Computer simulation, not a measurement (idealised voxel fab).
process module | voxel quadruple lines
cross-section cut | 265 nm wide | cells 5 nm
A cross-section is a grid of square cells, given in bands from the top down. A band is one or more rows of cells.
Each band's line starts with the height of the band's top and of its bottom, in nm. Then come its materials from left to right, each with its width in nm. One material with "throughout" fills the band from edge to edge. "air" is empty space.
Height 0 is the level under which the wafer as received is all one material. The lowest band goes on downwards, as in "0 down".
A width such as "30 to 40" changes by the same amount from each row of cells to the next, from the band's top row to its bottom row.
"no change" after a step means that no cell of the cross-section changed.
closed voids: empty space of 8 cells or more with no open way to the top, each as width x height at its distance from the left edge, in nm
after a step's settings: what the simulator itself notes on the step
overlay nm, on a step with a mask: how far to the right of its planned place the mask lay; to the left if negative
plan
1 op RECEIVE | material Si
2 op CONFORMAL_DEP | material SiO2 | thk nm 5
3 op DIRECTIONAL_DEP | material W | thk nm 10
4 op DIRECTIONAL_DEP | material polySi | thk nm 20
5 op DIRECTIONAL_DEP | material aC | thk nm 20
6 op PATTERN | tone cover | mask id MANDREL | material resist | width nm 25 | pitch nm 80 | thk nm 25 | overlay nm 0
7 op DIRECTIONAL_ETCH | etch materials aC | depth nm 20
8 op STRIP | etch materials resist
9 op CONFORMAL_DEP | material SiO2 | thk nm 15
10 op DIRECTIONAL_ETCH | etch materials SiO2 | depth nm 15
11 op STRIP | etch materials aC
12 op DIRECTIONAL_ETCH | etch materials polySi | depth nm 20
13 op STRIP | etch materials SiO2
14 op CONFORMAL_DEP | material SiN | thk nm 5
15 op DIRECTIONAL_ETCH | etch materials SiN | depth nm 5
16 op STRIP | etch materials polySi
17 op DIRECTIONAL_ETCH | etch materials W | depth nm 10
18 op STRIP | etch materials SiN
19 op FILL_DEP | material lowk | thk nm 10
20 op CMP | height nm 15
first wafer, as planned
as received, after step 1
  0 down: Si throughout
  closed voids: none
after step 2
  5 to 0: SiO2 throughout
  below 0: unchanged
after step 3
  15 to 5: W throughout
  below 5: unchanged
after step 4
  35 to 15: polySi throughout
  below 15: unchanged
after step 5
  55 to 35: aC throughout
  below 35: unchanged
after step 6
  80 to 55: air 80 | resist 25 | air 55 | resist 25 | air 80
  below 55: unchanged
after step 7
  60 to 55: air 80 | resist 25 | air 55 | resist 25 | air 80
  55 to 35: air 80 | aC 25 | air 55 | aC 25 | air 80
  below 35: unchanged
after step 8
  55 to 35: air 80 | aC 25 | air 55 | aC 25 | air 80
  below 35: unchanged
after step 9
  70 to 55: air 65 | SiO2 55 | air 25 | SiO2 55 | air 65
  55 to 50: air 65 | SiO2 15 | aC 25 | SiO2 15 | air 25 | SiO2 15 | aC 25 | SiO2 15 | air 65
  50 to 35: SiO2 80 | aC 25 | SiO2 55 | aC 25 | SiO2 80
  below 35: unchanged
after step 10
  55 to 35: air 65 | SiO2 15 | aC 25 | SiO2 15 | air 25 | SiO2 15 | aC 25 | SiO2 15 | air 65
  below 35: unchanged
after step 11
  55 to 35: air 65 | SiO2 15 | air 25 | SiO2 15 | air 25 | SiO2 15 | air 25 | SiO2 15 | air 65
  below 35: unchanged
after step 12
  55 to 35: air 65 | SiO2 15 | air 25 | SiO2 15 | air 25 | SiO2 15 | air 25 | SiO2 15 | air 65
  35 to 15: air 65 | polySi 15 | air 25 | polySi 15 | air 25 | polySi 15 | air 25 | polySi 15 | air 65
  below 15: unchanged
after step 13
  35 to 15: air 65 | polySi 15 | air 25 | polySi 15 | air 25 | polySi 15 | air 25 | polySi 15 | air 65
  below 15: unchanged
after step 14
  40 to 35: air 60 | SiN 25 | air 15 | SiN 25 | air 15 | SiN 25 | air 15 | SiN 25 | air 60
  35 to 20: air 60 | SiN 5 | polySi 15 | SiN 5 | air 15 | SiN 5 | polySi 15 | SiN 5 | air 15 | SiN 5 | polySi 15 | SiN 5 | air 15 | SiN 5 | polySi 15 | SiN 5 | air 60
  20 to 15: SiN 65 | polySi 15 | SiN 25 | polySi 15 | SiN 25 | polySi 15 | SiN 25 | polySi 15 | SiN 65
  below 15: unchanged
after step 15
  35 to 15: air 60 | SiN 5 | polySi 15 | SiN 5 | air 15 | SiN 5 | polySi 15 | SiN 5 | air 15 | SiN 5 | polySi 15 | SiN 5 | air 15 | SiN 5 | polySi 15 | SiN 5 | air 60
  below 15: unchanged
after step 16
  35 to 15: air 60 | SiN 5 | air 15 | SiN 5 | air 15 | SiN 5 | air 15 | SiN 5 | air 15 | SiN 5 | air 15 | SiN 5 | air 15 | SiN 5 | air 15 | SiN 5 | air 60
  below 15: unchanged
after step 17
  35 to 15: air 60 | SiN 5 | air 15 | SiN 5 | air 15 | SiN 5 | air 15 | SiN 5 | air 15 | SiN 5 | air 15 | SiN 5 | air 15 | SiN 5 | air 15 | SiN 5 | air 60
  15 to 5: air 60 | W 5 | air 15 | W 5 | air 15 | W 5 | air 15 | W 5 | air 15 | W 5 | air 15 | W 5 | air 15 | W 5 | air 15 | W 5 | air 60
  below 5: unchanged
after step 18
  15 to 5: air 60 | W 5 | air 15 | W 5 | air 15 | W 5 | air 15 | W 5 | air 15 | W 5 | air 15 | W 5 | air 15 | W 5 | air 15 | W 5 | air 60
  below 5: unchanged
after step 19
  25 to 15: lowk throughout
  15 to 5: lowk 60 | W 5 | lowk 15 | W 5 | lowk 15 | W 5 | lowk 15 | W 5 | lowk 15 | W 5 | lowk 15 | W 5 | lowk 15 | W 5 | lowk 15 | W 5 | lowk 60
  below 5: unchanged
after step 20
  15 to 5: lowk 60 | W 5 | lowk 15 | W 5 | lowk 15 | W 5 | lowk 15 | W 5 | lowk 15 | W 5 | lowk 15 | W 5 | lowk 15 | W 5 | lowk 15 | W 5 | lowk 60
  below 5: unchanged
second wafer: like start, like plan, one mistake. Through step 5 it matches the first wafer
when step 6 should have ended
  80 to 55: air 75 | resist 25 | air 55 | resist 25 | air 85
  below 55: unchanged
when step 7 should have ended
  60 to 55: air 75 | resist 25 | air 55 | resist 25 | air 85
  55 to 35: air 75 | aC 25 | air 55 | aC 25 | air 85
  below 35: unchanged
when step 8 should have ended
  55 to 35: air 75 | aC 25 | air 55 | aC 25 | air 85
  below 35: unchanged
when step 9 should have ended
  70 to 55: air 60 | SiO2 55 | air 25 | SiO2 55 | air 70
  55 to 50: air 60 | SiO2 15 | aC 25 | SiO2 15 | air 25 | SiO2 15 | aC 25 | SiO2 15 | air 70
  50 to 35: SiO2 75 | aC 25 | SiO2 55 | aC 25 | SiO2 85
  below 35: unchanged
when step 10 should have ended
  55 to 35: air 60 | SiO2 15 | aC 25 | SiO2 15 | air 25 | SiO2 15 | aC 25 | SiO2 15 | air 70
  below 35: unchanged
when step 11 should have ended
  55 to 35: air 60 | SiO2 15 | air 25 | SiO2 15 | air 25 | SiO2 15 | air 25 | SiO2 15 | air 70
  below 35: unchanged
when step 12 should have ended
  55 to 35: air 60 | SiO2 15 | air 25 | SiO2 15 | air 25 | SiO2 15 | air 25 | SiO2 15 | air 70
  35 to 15: air 60 | polySi 15 | air 25 | polySi 15 | air 25 | polySi 15 | air 25 | polySi 15 | air 70
  below 15: unchanged
when step 13 should have ended
  35 to 15: air 60 | polySi 15 | air 25 | polySi 15 | air 25 | polySi 15 | air 25 | polySi 15 | air 70
  below 15: unchanged
when step 14 should have ended
  40 to 35: air 55 | SiN 25 | air 15 | SiN 25 | air 15 | SiN 25 | air 15 | SiN 25 | air 65
  35 to 20: air 55 | SiN 5 | polySi 15 | SiN 5 | air 15 | SiN 5 | polySi 15 | SiN 5 | air 15 | SiN 5 | polySi 15 | SiN 5 | air 15 | SiN 5 | polySi 15 | SiN 5 | air 65
  20 to 15: SiN 60 | polySi 15 | SiN 25 | polySi 15 | SiN 25 | polySi 15 | SiN 25 | polySi 15 | SiN 70
  below 15: unchanged
when step 15 should have ended
  35 to 15: air 55 | SiN 5 | polySi 15 | SiN 5 | air 15 | SiN 5 | polySi 15 | SiN 5 | air 15 | SiN 5 | polySi 15 | SiN 5 | air 15 | SiN 5 | polySi 15 | SiN 5 | air 65
  below 15: unchanged
when step 16 should have ended
  35 to 15: air 55 | SiN 5 | air 15 | SiN 5 | air 15 | SiN 5 | air 15 | SiN 5 | air 15 | SiN 5 | air 15 | SiN 5 | air 15 | SiN 5 | air 15 | SiN 5 | air 65
  below 15: unchanged
when step 17 should have ended
  35 to 15: air 55 | SiN 5 | air 15 | SiN 5 | air 15 | SiN 5 | air 15 | SiN 5 | air 15 | SiN 5 | air 15 | SiN 5 | air 15 | SiN 5 | air 15 | SiN 5 | air 65
  15 to 5: air 55 | W 5 | air 15 | W 5 | air 15 | W 5 | air 15 | W 5 | air 15 | W 5 | air 15 | W 5 | air 15 | W 5 | air 15 | W 5 | air 65
  below 5: unchanged
when step 18 should have ended
  15 to 5: air 55 | W 5 | air 15 | W 5 | air 15 | W 5 | air 15 | W 5 | air 15 | W 5 | air 15 | W 5 | air 15 | W 5 | air 15 | W 5 | air 65
  below 5: unchanged
when step 19 should have ended
  25 to 15: lowk throughout
  15 to 5: lowk 55 | W 5 | lowk 15 | W 5 | lowk 15 | W 5 | lowk 15 | W 5 | lowk 15 | W 5 | lowk 15 | W 5 | lowk 15 | W 5 | lowk 15 | W 5 | lowk 65
  below 5: unchanged
when step 20 should have ended
  15 to 5: lowk 55 | W 5 | lowk 15 | W 5 | lowk 15 | W 5 | lowk 15 | W 5 | lowk 15 | W 5 | lowk 15 | W 5 | lowk 15 | W 5 | lowk 15 | W 5 | lowk 65
  below 5: unchanged
what went wrong: step 6 ran as: op PATTERN | tone cover | mask id MANDREL | material resist | width nm 25 | pitch nm 80 | thk nm 25 | overlay nm -5
at the end the second wafer has, in cells: as many of each material as the first, in other places
